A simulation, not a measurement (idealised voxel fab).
process module | voxel self aligned contacts
cross-section cut | 215 nm wide | cells 5 nm
A cross-section is a grid of square cells, given in bands from the top down. A band is one or more rows of cells.
Each band's line starts with the height of the band's top and of its bottom, in nm. Then come its materials from left to right, each with its width in nm. One material with "throughout" fills the band from edge to edge. "air" is empty space.
Height 0 is the level under which the wafer as received is all one material. The lowest band goes on downwards, as in "0 down".
A width such as "30 to 40" changes by the same amount from each row of cells to the next, from the band's top row to its bottom row.
"no change" after a step means that no cell of the cross-section changed.
closed voids: empty space of 8 cells or more with no open way to the top, each as width x height at its distance from the left edge, in nm
after a step's settings: what the simulator itself notes on the step
overlay nm, on a step with a mask: how far to the right of its planned place the mask lay; to the left if negative
plan
1 op RECEIVE | material Si
2 op CONFORMAL_DEP | material SiO2 | thk nm 5
3 op DIRECTIONAL_DEP | material polySi | thk nm 20
4 op DIRECTIONAL_DEP | material SiN | thk nm 25
5 op PATTERN | tone cover | mask id GATE | material resist | width nm 35 | pitch nm 75 | thk nm 15 | overlay nm 0
6 op DIRECTIONAL_ETCH | etch materials SiN | depth nm 25
7 op DIRECTIONAL_ETCH | etch materials polySi | depth nm 20
8 op STRIP | etch materials resist
9 op CONFORMAL_DEP | material SiN | thk nm 10
10 op DIRECTIONAL_ETCH | etch materials SiN | depth nm 10
11 op FILL_DEP | material SiO2 | thk nm 20
12 op CMP | height nm 60
13 op DIRECTIONAL_DEP | material aC | thk nm 10
14 op PATTERN | tone open | mask id CONTACT | material resist | width nm 50 | pitch nm 75 | thk nm 25 | overlay nm 0
15 op DIRECTIONAL_ETCH | etch materials aC | depth nm 10
16 op STRIP | etch materials resist
17 op DIRECTIONAL_ETCH | etch materials SiO2 | depth nm 60
18 op STRIP | etch materials aC
19 op CONFORMAL_DEP | material TiN | thk nm 5
20 op FILL_DEP | material Ru | thk nm 10
21 op CMP | height nm 60
22 op CONFORMAL_DEP | material SiCN | thk nm 5
as received, after step 1
  0 down: Si throughout
  closed voids: none
first wafer at the end, as planned
  65 to 60: SiCN throughout
  60 to 50: SiO2 45 | TiN 5 to 20 | Ru 40 to 10 | TiN 5 to 20 | SiO2 25 | TiN 5 to 20 | Ru 40 to 10 | TiN 5 to 20 | SiO2 45
  50 to 25: SiO2 5 | SiN 55 | TiN 5 | Ru 10 | TiN 5 | SiN 55 | TiN 5 | Ru 10 | TiN 5 | SiN 55 | SiO2 5
  25 to 5: SiO2 5 | SiN 10 | polySi 35 | SiN 10 | TiN 5 | Ru 10 | TiN 5 | SiN 10 | polySi 35 | SiN 10 | TiN 5 | Ru 10 | TiN 5 | SiN 10 | polySi 35 | SiN 10 | SiO2 5
  5 to 0: SiO2 60 | TiN 20 | SiO2 55 | TiN 20 | SiO2 60
  0 down: Si throughout
  closed voids: none
second wafer at the end: like start, like plan, one mistake
  65 to 60: SiCN throughout
  60 to 55: SiO2 5 | SiN 55 | TiN 5 | Ru 10 | TiN 5 | SiN 55 | TiN 5 | Ru 10 | TiN 5 | SiN 55 | SiO2 5
  55 to 50: SiO2 5 | SiN 55 | TiN 20 | SiN 55 | TiN 20 | SiN 55 | SiO2 5
  50 to 25: SiN throughout
  25 to 5: polySi throughout
  5 to 0: SiO2 throughout
  0 down: Si throughout
  closed voids: none
what went wrong: step 4 was run twice
at the end the second wafer has, in cells: 52 fewer of Ru | 68 more of SiN | 52 fewer of SiO2 | 52 fewer of TiN | 88 more of polySi
